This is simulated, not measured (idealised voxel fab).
Process module in this document: voxel tone inversion
The figure presents cross-section cut, which has a width of 260 nm and is divided into square cells with an edge length of 5 nm.
Heads up, the way a cross-section reads in here is a grid of square cells, handed over as bands from the top down, with every band being one or more rows of cells. Band entry format. Leading values: height of top, height of bottom, nm. Remainder: materials in left-to-right order, each with its width in nm. Special words: "everywhere" on a single material, which then fills the band edge to edge; "empty", empty space. Height datum 0, below which the as-received substrate wafer is one material. Lowest band open at the bottom, running downward: "0 and below". Note: "30..40" means the width goes from the first number (top row of the band) to the second number (bottom row) in equal steps per row of cells. "everything unchanged" (step): cross-section cells unchanged, all of them. Closed-off voids of 8+ cells (no open route to the top) go in "Closed cavities", written width x height at distance from the left edge, in nm. On a step's line, text after the settings is the simulator commenting on that step. The line of a step may include "overlay nm". On a step with a mask, this value is how far to the right of its planned place the mask lay. A negative value means the mask lay to the left.
### The following list gives the planned process steps
- 1: RECEIVE,material Si
- 2: CONFORMAL_DEP,material SiCN,thk nm 10
- 3: DIRECTIONAL_DEP,material polySi,thk nm 25
- 4: PATTERN,tone cover,mask id POSTS,material resist,width nm 20,pitch nm 45,thk nm 30,overlay nm -15
- 5: DIRECTIONAL_ETCH,etch materials polySi,depth nm 25
- 6: STRIP,etch materials resist
- 7: FILL_DEP,material lowk,thk nm 10
- 8: CMP,height nm 35
- 9: STRIP,etch materials polySi
The wafers are alike at the start. At step 4, their overlay nm differs. The plan lists the first wafer's value.
### As-received state after step 1, first of several wafers, cross-section
0 and below = Si everywhere
Closed cavities: none
### Take a look at the first of several wafers in cross-section: the module is done, and step 9 was its last step
35 down to 10 = 35 of lowk | 20 of empty | 25 of lowk | 20 of empty | 25 of lowk | 20 of empty | 25 of lowk | 20 of empty | 70 of lowk
10 down to 0 = SiCN everywhere
0 and below = Si everywhere
Closed cavities: none
### Showing the last wafer in cross-section at the end of the module
35 down to 10 = 65 of lowk | 20 of empty | 25 of lowk | 20 of empty | 25 of lowk | 20 of empty | 25 of lowk | 20 of empty | 40 of lowk
10 down to 0 = SiCN everywhere
0 and below = Si everywhere
Closed cavities: none
### Per-wafer rows below. For each material: cells gained (+) or lost (-) since the wafer was received, as of end of module. Then: closed voids
overlay nm -15; +104 SiCN; +180 lowk; Closed cavities: none
overlay nm -10; +104 SiCN; +180 lowk; Closed cavities: none
overlay nm -5; +104 SiCN; +180 lowk; Closed cavities: none
overlay nm 0; +104 SiCN; +180 lowk; Closed cavities: none
overlay nm 5; +104 SiCN; +180 lowk; Closed cavities: none
overlay nm 10; +104 SiCN; +180 lowk; Closed cavities: none
overlay nm 15; +104 SiCN; +180 lowk; Closed cavities: none
